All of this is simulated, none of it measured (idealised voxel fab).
process module | voxel self aligned vias
cross-section cut | 300 nm wide | cells 5 nm
A cross-section is a grid of square cells, given in bands from the top down. A band is one or more rows of cells.
Each band's line starts with the height of the band's top and of its bottom, in nm. Then come its materials from left to right, each with its width in nm. One material with "throughout" fills the band from edge to edge. "air" is empty space.
Height 0 is the level under which the wafer as received is all one material. The lowest band goes on downwards, as in "0 down".
A width such as "30 to 40" changes by the same amount from each row of cells to the next, from the band's top row to its bottom row.
"no change" after a step means that no cell of the cross-section changed.
closed voids: empty space of 8 cells or more with no open way to the top, each as width x height at its distance from the left edge, in nm
after a step's settings: what the simulator itself notes on the step
overlay nm, on a step with a mask: how far to the right of its planned place the mask lay; to the left if negative
plan
1 op RECEIVE | material Si
2 op CONFORMAL_DEP | material SiO2 | thk nm 10
3 op CONFORMAL_DEP | material SiCN | thk nm 5
4 op DIRECTIONAL_DEP | material SiO2 | thk nm 25
5 op DIRECTIONAL_DEP | material aC | thk nm 15
6 op PATTERN | tone open | mask id LINES | material resist | width nm 30 | pitch nm 60 | thk nm 30 | overlay nm 0
7 op DIRECTIONAL_ETCH | etch materials aC | depth nm 15
8 op STRIP | etch materials resist
9 op DIRECTIONAL_ETCH | etch materials SiO2 | depth nm 25
10 op STRIP | etch materials aC
11 op CONFORMAL_DEP | material TiN | thk nm 5
12 op FILL_DEP | material W | thk nm 5
13 op CMP | height nm 40
14 op SELECTIVE_ETCH | etch materials W Ru TiN | depth nm 10
15 op FILL_DEP | material SiN | thk nm 10
16 op CMP | height nm 40
17 op DIRECTIONAL_DEP | material SiO2 | thk nm 20
18 op MASKED_ETCH | tone open | mask id VIAS | width nm 40 | pitch nm 120 | etch materials SiO2 | depth nm 20 | overlay nm 0
19 op MASKED_ETCH | tone open | mask id VIAS | width nm 40 | pitch nm 120 | etch materials SiN | depth nm 10 | overlay nm 0
20 op CONFORMAL_DEP | material TiN | thk nm 5
21 op FILL_DEP | material W | thk nm 5
22 op CMP | height nm 60
23 op CONFORMAL_DEP | material SiN | thk nm 5
first wafer, as planned
as received, after step 1
  0 down: Si throughout
  closed voids: none
after step 2
  10 to 0: SiO2 throughout
  below 0: unchanged
after step 3
  15 to 10: SiCN throughout
  below 10: unchanged
after step 4
  40 to 15: SiO2 throughout
  below 15: unchanged
after step 5
  55 to 40: aC throughout
  below 40: unchanged
after step 6
  85 to 55: resist 75 | air 30 | resist 30 | air 30 | resist 30 | air 30 | resist 75
  below 55: unchanged
after step 7
  70 to 55: resist 75 | air 30 | resist 30 | air 30 | resist 30 | air 30 | resist 75
  55 to 40: aC 75 | air 30 | aC 30 | air 30 | aC 30 | air 30 | aC 75
  below 40: unchanged
after step 8
  55 to 40: aC 75 | air 30 | aC 30 | air 30 | aC 30 | air 30 | aC 75
  below 40: unchanged
after step 9
  55 to 40: aC 75 | air 30 | aC 30 | air 30 | aC 30 | air 30 | aC 75
  40 to 15: SiO2 75 | air 30 | SiO2 30 | air 30 | SiO2 30 | air 30 | SiO2 75
  below 15: unchanged
after step 10
  40 to 15: SiO2 75 | air 30 | SiO2 30 | air 30 | SiO2 30 | air 30 | SiO2 75
  below 15: unchanged
after step 11
  45 to 40: TiN 80 | air 20 | TiN 40 | air 20 | TiN 40 | air 20 | TiN 80
  40 to 20: SiO2 75 | TiN 5 | air 20 | TiN 5 | SiO2 30 | TiN 5 | air 20 | TiN 5 | SiO2 30 | TiN 5 | air 20 | TiN 5 | SiO2 75
  20 to 15: SiO2 75 | TiN 30 | SiO2 30 | TiN 30 | SiO2 30 | TiN 30 | SiO2 75
  below 15: unchanged
after step 12
  50 to 45: W throughout
  45 to 40: TiN 80 | W 20 | TiN 40 | W 20 | TiN 40 | W 20 | TiN 80
  40 to 20: SiO2 75 | TiN 5 | W 20 | TiN 5 | SiO2 30 | TiN 5 | W 20 | TiN 5 | SiO2 30 | TiN 5 | W 20 | TiN 5 | SiO2 75
  below 20: unchanged
after step 13
  40 to 20: SiO2 75 | TiN 5 | W 20 | TiN 5 | SiO2 30 | TiN 5 | W 20 | TiN 5 | SiO2 30 | TiN 5 | W 20 | TiN 5 | SiO2 75
  below 20: unchanged
after step 14
  40 to 30: SiO2 75 | air 30 | SiO2 30 | air 30 | SiO2 30 | air 30 | SiO2 75
  below 30: unchanged
after step 15
  50 to 40: SiN throughout
  40 to 30: SiO2 75 | SiN 30 | SiO2 30 | SiN 30 | SiO2 30 | SiN 30 | SiO2 75
  below 30: unchanged
after step 16
  40 to 30: SiO2 75 | SiN 30 | SiO2 30 | SiN 30 | SiO2 30 | SiN 30 | SiO2 75
  below 30: unchanged
after step 17
  60 to 40: SiO2 throughout
  below 40: unchanged
after step 18
  60 to 40: SiO2 70 | air 40 | SiO2 80 | air 40 | SiO2 70
  below 40: unchanged
after step 19
  60 to 40: SiO2 70 | air 40 | SiO2 80 | air 40 | SiO2 70
  40 to 30: SiO2 75 | air 30 | SiO2 30 | SiN 30 | SiO2 30 | air 30 | SiO2 75
  below 30: unchanged
after step 20
  65 to 60: TiN 75 | air 30 | TiN 90 | air 30 | TiN 75
  60 to 45: SiO2 70 | TiN 5 | air 30 | TiN 5 | SiO2 80 | TiN 5 | air 30 | TiN 5 | SiO2 70
  45 to 40: SiO2 70 | TiN 10 | air 20 | TiN 10 | SiO2 80 | TiN 10 | air 20 | TiN 10 | SiO2 70
  40 to 35: SiO2 75 | TiN 5 | air 20 | TiN 5 | SiO2 30 | SiN 30 | SiO2 30 | TiN 5 | air 20 | TiN 5 | SiO2 75
  35 to 30: SiO2 75 | TiN 30 | SiO2 30 | SiN 30 | SiO2 30 | TiN 30 | SiO2 75
  below 30: unchanged
after step 21
  70 to 65: W throughout
  65 to 60: TiN 75 | W 30 | TiN 90 | W 30 | TiN 75
  60 to 45: SiO2 70 | TiN 5 | W 30 | TiN 5 | SiO2 80 | TiN 5 | W 30 | TiN 5 | SiO2 70
  45 to 40: SiO2 70 | TiN 10 | W 20 | TiN 10 | SiO2 80 | TiN 10 | W 20 | TiN 10 | SiO2 70
  40 to 35: SiO2 75 | TiN 5 | W 20 | TiN 5 | SiO2 30 | SiN 30 | SiO2 30 | TiN 5 | W 20 | TiN 5 | SiO2 75
  below 35: unchanged
after step 22
  60 to 45: SiO2 70 | TiN 5 | W 30 | TiN 5 | SiO2 80 | TiN 5 | W 30 | TiN 5 | SiO2 70
  below 45: unchanged
after step 23
  65 to 60: SiN throughout
  below 60: unchanged
second wafer: like start, like plan, one mistake. Through step 18 it matches the first wafer
when step 19 should have ended
  60 to 40: SiO2 70 | air 40 | SiO2 80 | air 40 | SiO2 70
  40 to 30: SiO2 75 | air 25 | SiN 5 | SiO2 30 | SiN 30 | SiO2 30 | air 25 | SiN 5 | SiO2 75
  below 30: unchanged
when step 20 should have ended
  65 to 60: TiN 75 | air 30 | TiN 90 | air 30 | TiN 75
  60 to 45: SiO2 70 | TiN 5 | air 30 | TiN 5 | SiO2 80 | TiN 5 | air 30 | TiN 5 | SiO2 70
  45 to 40: SiO2 70 | TiN 10 | air 15 | TiN 15 | SiO2 80 | TiN 10 | air 15 | TiN 15 | SiO2 70
  40 to 35: SiO2 75 | TiN 5 | air 15 | TiN 5 | SiN 5 | SiO2 30 | SiN 30 | SiO2 30 | TiN 5 | air 15 | TiN 5 | SiN 5 | SiO2 75
  35 to 30: SiO2 75 | TiN 25 | SiN 5 | SiO2 30 | SiN 30 | SiO2 30 | TiN 25 | SiN 5 | SiO2 75
  below 30: unchanged
when step 21 should have ended
  70 to 65: W throughout
  65 to 60: TiN 75 | W 30 | TiN 90 | W 30 | TiN 75
  60 to 45: SiO2 70 | TiN 5 | W 30 | TiN 5 | SiO2 80 | TiN 5 | W 30 | TiN 5 | SiO2 70
  45 to 40: SiO2 70 | TiN 10 | W 15 | TiN 15 | SiO2 80 | TiN 10 | W 15 | TiN 15 | SiO2 70
  40 to 35: SiO2 75 | TiN 5 | W 15 | TiN 5 | SiN 5 | SiO2 30 | SiN 30 | SiO2 30 | TiN 5 | W 15 | TiN 5 | SiN 5 | SiO2 75
  below 35: unchanged
when step 22 should have ended
  60 to 45: SiO2 70 | TiN 5 | W 30 | TiN 5 | SiO2 80 | TiN 5 | W 30 | TiN 5 | SiO2 70
  below 45: unchanged
when step 23 should have ended
  65 to 60: SiN throughout
  below 60: unchanged
what went wrong: step 19 ran as: op MASKED_ETCH | tone open | mask id VIAS | width nm 40 | pitch nm 120 | etch materials SiN | depth nm 10 | overlay nm -10
at the end the second wafer has, in cells: 4 more of SiN | 4 fewer of W
